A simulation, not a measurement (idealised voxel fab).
The following is a process module called voxel self aligned contacts.
Shown is cross-section cut, with a width of 235 nm and square cells of size 5 nm.
For the purposes of this document, a cross-section shall be understood as a grid of square cells, specified as bands listed in top-to-bottom order, each band consisting of one or more rows of cells. Quick guide to a band line: top height, bottom height (nm) up front; then every material left to right with its width in nm. Only one material and it's marked "all across"? Then it fills the band edge to edge. And "empty" just means empty space. Beneath 0, the wafer as received is one material, and that level is where height counting begins. The lowest band goes on downward without a bottom; it is written like "z 0 and below". The two numbers in a width such as "30..40" mark its ends across the band: the first belongs to the top row of cells, the second to the bottom row, and from each row to the next the width moves by the same amount. "nothing got changed" (step): cross-section cells unchanged, all of them. "Enclosed void inventory" means: voids of 8 cells or more that are shut off from the top with no open way through. Written width x height at distance, distance from the left edge, in nm. Read whatever lies past the settings on a step's line as the simulator's own remark about the step. overlay nm: how far to the right of its planned place the mask lay on this masked step (negative: to the left).

This section lists the process steps that were planned:
1,RECEIVE (material Si)
2,OXIDIZE (depth nm 5)
3,DIRECTIONAL_DEP (material polySi; thk nm 30)
4,DIRECTIONAL_DEP (material SiN; thk nm 20)
5,PATTERN (tone cover; mask id GATE; material resist; width nm 30; pitch nm 70; thk nm 15; overlay nm 0)
6,DIRECTIONAL_ETCH (etch materials SiN; depth nm 20)
7,DIRECTIONAL_ETCH (etch materials polySi; depth nm 30)
8,STRIP (etch materials resist)
9,CONFORMAL_DEP (material SiN; thk nm 10)
10,DIRECTIONAL_ETCH (etch materials SiN; depth nm 10)
11,FILL_DEP (material SiO2; thk nm 20)
12,CMP (height nm 60)
13,DIRECTIONAL_DEP (material aC; thk nm 15)
14,PATTERN (tone open; mask id CONTACT; material resist; width nm 50; pitch nm 70; thk nm 30; overlay nm 0)
15,DIRECTIONAL_ETCH (etch materials aC; depth nm 15)
16,STRIP (etch materials resist)
17,DIRECTIONAL_ETCH (etch materials SiO2; depth nm 65)
18,STRIP (etch materials aC)
19,CONFORMAL_DEP (material TiN; thk nm 5)
20,FILL_DEP (material W; thk nm 5)
21,CMP (height nm 60)
22,CONFORMAL_DEP (material SiCN; thk nm 5)

First of two wafers: run as planned:

As received (post step 1): cross-section:
- z 0 and below: Si all across
- Enclosed void inventory: none

The wafer in cross-section once step 2 is complete:
- z 0 to -5: SiO2 all across
- At heights below -5, the structure remains unaltered.

The wafer in cross-section once step 3 is complete:
- z 30 to 0: polySi all across
- At heights below 0, the structure remains unaltered.

The wafer in cross-section once step 4 is complete:
- z 50 to 30: SiN all across
- At heights below 30, the structure remains unaltered.

The wafer in cross-section once step 5 is complete:
- z 65 to 50: 30 empty | 30 resist | 40 empty | 30 resist | 40 empty | 30 resist | 35 empty
- At heights below 50, the structure remains unaltered.

The wafer in cross-section once step 6 is complete:
- z 65 to 50: 30 empty | 30 resist | 40 empty | 30 resist | 40 empty | 30 resist | 35 empty
- z 50 to 30: 30 empty | 30 SiN | 40 empty | 30 SiN | 40 empty | 30 SiN | 35 empty
- At heights below 30, the structure remains unaltered.

The wafer in cross-section once step 7 is complete:
- z 65 to 50: 30 empty | 30 resist | 40 empty | 30 resist | 40 empty | 30 resist | 35 empty
- z 50 to 30: 30 empty | 30 SiN | 40 empty | 30 SiN | 40 empty | 30 SiN | 35 empty
- z 30 to 0: 30 empty | 30 polySi | 40 empty | 30 polySi | 40 empty | 30 polySi | 35 empty
- At heights below 0, the structure remains unaltered.

The wafer in cross-section once step 8 is complete:
- z 50 to 30: 30 empty | 30 SiN | 40 empty | 30 SiN | 40 empty | 30 SiN | 35 empty
- At heights below 30, the structure remains unaltered.

The wafer in cross-section once step 9 is complete:
- z 60 to 30: 20 empty | 50 SiN | 20 empty | 50 SiN | 20 empty | 50 SiN | 25 empty
- z 30 to 10: 20 empty | 10 SiN | 30 polySi | 10 SiN | 20 empty | 10 SiN | 30 polySi | 10 SiN | 20 empty | 10 SiN | 30 polySi | 10 SiN | 25 empty
- z 10 to 0: 30 SiN | 30 polySi | 40 SiN | 30 polySi | 40 SiN | 30 polySi | 35 SiN
- At heights below 0, the structure remains unaltered.

The wafer in cross-section once step 10 is complete:
- z 50 to 30: 20 empty | 50 SiN | 20 empty | 50 SiN | 20 empty | 50 SiN | 25 empty
- z 30 to 0: 20 empty | 10 SiN | 30 polySi | 10 SiN | 20 empty | 10 SiN | 30 polySi | 10 SiN | 20 empty | 10 SiN | 30 polySi | 10 SiN | 25 empty
- At heights below 0, the structure remains unaltered.

The wafer in cross-section once step 11 is complete:
- z 70 to 50: SiO2 all across
- z 50 to 30: 20 SiO2 | 50 SiN | 20 SiO2 | 50 SiN | 20 SiO2 | 50 SiN | 25 SiO2
- z 30 to 0: 20 SiO2 | 10 SiN | 30 polySi | 10 SiN | 20 SiO2 | 10 SiN | 30 polySi | 10 SiN | 20 SiO2 | 10 SiN | 30 polySi | 10 SiN | 25 SiO2
- At heights below 0, the structure remains unaltered.

The wafer in cross-section once step 12 is complete:
- z 60 to 50: SiO2 all across
- At heights below 50, the structure remains unaltered.

The wafer in cross-section once step 13 is complete:
- z 75 to 60: aC all across
- At heights below 60, the structure remains unaltered.

The wafer in cross-section once step 14 is complete:
- z 105 to 75: 55 resist | 50 empty | 20 resist | 50 empty | 60 resist
- At heights below 75, the structure remains unaltered.

The wafer in cross-section once step 15 is complete:
- z 90 to 75: 55 resist | 50 empty | 20 resist | 50 empty | 60 resist
- z 75 to 60: 55 aC | 50 empty | 20 aC | 50 empty | 60 aC
- At heights below 60, the structure remains unaltered.

The wafer in cross-section once step 16 is complete:
- z 75 to 60: 55 aC | 50 empty | 20 aC | 50 empty | 60 aC
- At heights below 60, the structure remains unaltered.

The wafer in cross-section once step 17 is complete:
- z 75 to 60: 55 aC | 50 empty | 20 aC | 50 empty | 60 aC
- z 60 to 50: 55 SiO2 | 50 empty | 20 SiO2 | 50 empty | 60 SiO2
- z 50 to 30: 20 SiO2 | 50 SiN | 20 empty | 50 SiN | 20 empty | 50 SiN | 25 SiO2
- z 30 to 0: 20 SiO2 | 10 SiN | 30 polySi | 10 SiN | 20 empty | 10 SiN | 30 polySi | 10 SiN | 20 empty | 10 SiN | 30 polySi | 10 SiN | 25 SiO2
- z 0 to -5: 70 SiO2 | 20 empty | 50 SiO2 | 20 empty | 75 SiO2
- At heights below -5, the structure remains unaltered.

The wafer in cross-section once step 18 is complete:
- z 60 to 50: 55 SiO2 | 50 empty | 20 SiO2 | 50 empty | 60 SiO2
- At heights below 50, the structure remains unaltered.

The wafer in cross-section once step 19 is complete:
- z 65 to 60: 60 TiN | 40 empty | 30 TiN | 40 empty | 65 TiN
- z 60 to 50: 55 SiO2 | 5..20 TiN | 40..10 empty | 5..20 TiN | 20 SiO2 | 5..20 TiN | 40..10 empty | 5..20 TiN | 60 SiO2
- z 50 to 30: 20 SiO2 | 50 SiN | 5 TiN | 10 empty | 5 TiN | 50 SiN | 5 TiN | 10 empty | 5 TiN | 50 SiN | 25 SiO2
- z 30 to 0: 20 SiO2 | 10 SiN | 30 polySi | 10 SiN | 5 TiN | 10 empty | 5 TiN | 10 SiN | 30 polySi | 10 SiN | 5 TiN | 10 empty | 5 TiN | 10 SiN | 30 polySi | 10 SiN | 25 SiO2
- z 0 to -5: 70 SiO2 | 20 TiN | 50 SiO2 | 20 TiN | 75 SiO2
- At heights below -5, the structure remains unaltered.

The wafer in cross-section once step 20 is complete:
- z 70 to 65: W all across
- z 65 to 60: 60 TiN | 40 W | 30 TiN | 40 W | 65 TiN
- z 60 to 50: 55 SiO2 | 5..20 TiN | 40..10 W | 5..20 TiN | 20 SiO2 | 5..20 TiN | 40..10 W | 5..20 TiN | 60 SiO2
- z 50 to 30: 20 SiO2 | 50 SiN | 5 TiN | 10 W | 5 TiN | 50 SiN | 5 TiN | 10 W | 5 TiN | 50 SiN | 25 SiO2
- z 30 to 0: 20 SiO2 | 10 SiN | 30 polySi | 10 SiN | 5 TiN | 10 W | 5 TiN | 10 SiN | 30 polySi | 10 SiN | 5 TiN | 10 W | 5 TiN | 10 SiN | 30 polySi | 10 SiN | 25 SiO2
- At heights below 0, the structure remains unaltered.

The wafer in cross-section once step 21 is complete:
- z 60 to 50: 55 SiO2 | 5..20 TiN | 40..10 W | 5..20 TiN | 20 SiO2 | 5..20 TiN | 40..10 W | 5..20 TiN | 60 SiO2
- At heights below 50, the structure remains unaltered.

The wafer in cross-section once step 22 is complete:
- z 65 to 60: SiCN all across
- At heights below 60, the structure remains unaltered.

Regarding the second of the two wafers: it shared the first wafer's starting condition and process plan, yet one error occurred during its execution. Its history coincides with that of the first wafer up to and including step 13:

Second wafer, cut view, end of step 14 per plan:
- z 105 to 75: 55 empty | 50 resist | 20 empty | 50 resist | 60 empty
- At heights below 75, the structure remains unaltered.

Second wafer, cut view, end of step 15 per plan:
- z 90 to 75: 55 empty | 50 resist | 20 empty | 50 resist | 60 empty
- z 75 to 60: 55 empty | 50 aC | 20 empty | 50 aC | 60 empty
- At heights below 60, the structure remains unaltered.

Second wafer, cut view, end of step 16 per plan:
- z 75 to 60: 55 empty | 50 aC | 20 empty | 50 aC | 60 empty
- At heights below 60, the structure remains unaltered.

Second wafer, cut view, end of step 17 per plan:
- z 75 to 60: 55 empty | 50 aC | 20 empty | 50 aC | 60 empty
- z 60 to 50: 55 empty | 50 SiO2 | 20 empty | 50 SiO2 | 60 empty
- z 50 to 30: 20 empty | 50 SiN | 20 SiO2 | 50 SiN | 20 SiO2 | 50 SiN | 25 empty
- z 30 to 0: 20 empty | 10 SiN | 30 polySi | 10 SiN | 20 SiO2 | 10 SiN | 30 polySi | 10 SiN | 20 SiO2 | 10 SiN | 30 polySi | 10 SiN | 25 empty
- z 0 to -5: 20 empty | 190 SiO2 | 25 empty
- At heights below -5, the structure remains unaltered.

Second wafer, cut view, end of step 18 per plan:
- z 60 to 50: 55 empty | 50 SiO2 | 20 empty | 50 SiO2 | 60 empty
- At heights below 50, the structure remains unaltered.

Second wafer, cut view, end of step 19 per plan:
- z 65 to 60: 50 empty | 60 TiN | 10 empty | 60 TiN | 55 empty
- z 60 to 55: 50 empty | 5 TiN | 50 SiO2 | 5 TiN | 10 empty | 5 TiN | 50 SiO2 | 5 TiN | 55 empty
- z 55 to 50: 15 empty | 40 TiN | 50 SiO2 | 20 TiN | 50 SiO2 | 40 TiN | 20 empty
- z 50 to 30: 15 empty | 5 TiN | 50 SiN | 20 SiO2 | 50 SiN | 20 SiO2 | 50 SiN | 5 TiN | 20 empty
- z 30 to 0: 15 empty | 5 TiN | 10 SiN | 30 polySi | 10 SiN | 20 SiO2 | 10 SiN | 30 polySi | 10 SiN | 20 SiO2 | 10 SiN | 30 polySi | 10 SiN | 5 TiN | 20 empty
- z 0 to -5: 20 TiN | 190 SiO2 | 25 TiN
- At heights below -5, the structure remains unaltered.

Second wafer, cut view, end of step 20 per plan:
- z 70 to 65: W all across
- z 65 to 60: 50 W | 60 TiN | 10 W | 60 TiN | 55 W
- z 60 to 55: 50 W | 5 TiN | 50 SiO2 | 5 TiN | 10 W | 5 TiN | 50 SiO2 | 5 TiN | 55 W
- z 55 to 50: 15 W | 40 TiN | 50 SiO2 | 20 TiN | 50 SiO2 | 40 TiN | 20 W
- z 50 to 30: 15 W | 5 TiN | 50 SiN | 20 SiO2 | 50 SiN | 20 SiO2 | 50 SiN | 5 TiN | 20 W
- z 30 to 0: 15 W | 5 TiN | 10 SiN | 30 polySi | 10 SiN | 20 SiO2 | 10 SiN | 30 polySi | 10 SiN | 20 SiO2 | 10 SiN | 30 polySi | 10 SiN | 5 TiN | 20 W
- At heights below 0, the structure remains unaltered.

Second wafer, cut view, end of step 21 per plan:
- z 60 to 55: 50 W | 5 TiN | 50 SiO2 | 5 TiN | 10 W | 5 TiN | 50 SiO2 | 5 TiN | 55 W
- At heights below 55, the structure remains unaltered.

Second wafer, cut view, end of step 22 per plan:
- z 65 to 60: SiCN all across
- At heights below 60, the structure remains unaltered.
Want to know what went wrong? step 14 was processed under conditions differing from the plan, specifically as PATTERN (tone cover; mask id CONTACT; material resist; width nm 50; pitch nm 70; thk nm 30; overlay nm 0)
Heads up, by the end the second wafer has more or fewer cells of some materials compared to the first: 25 fewer of SiO2, 15 fewer of TiN, 40 more of W
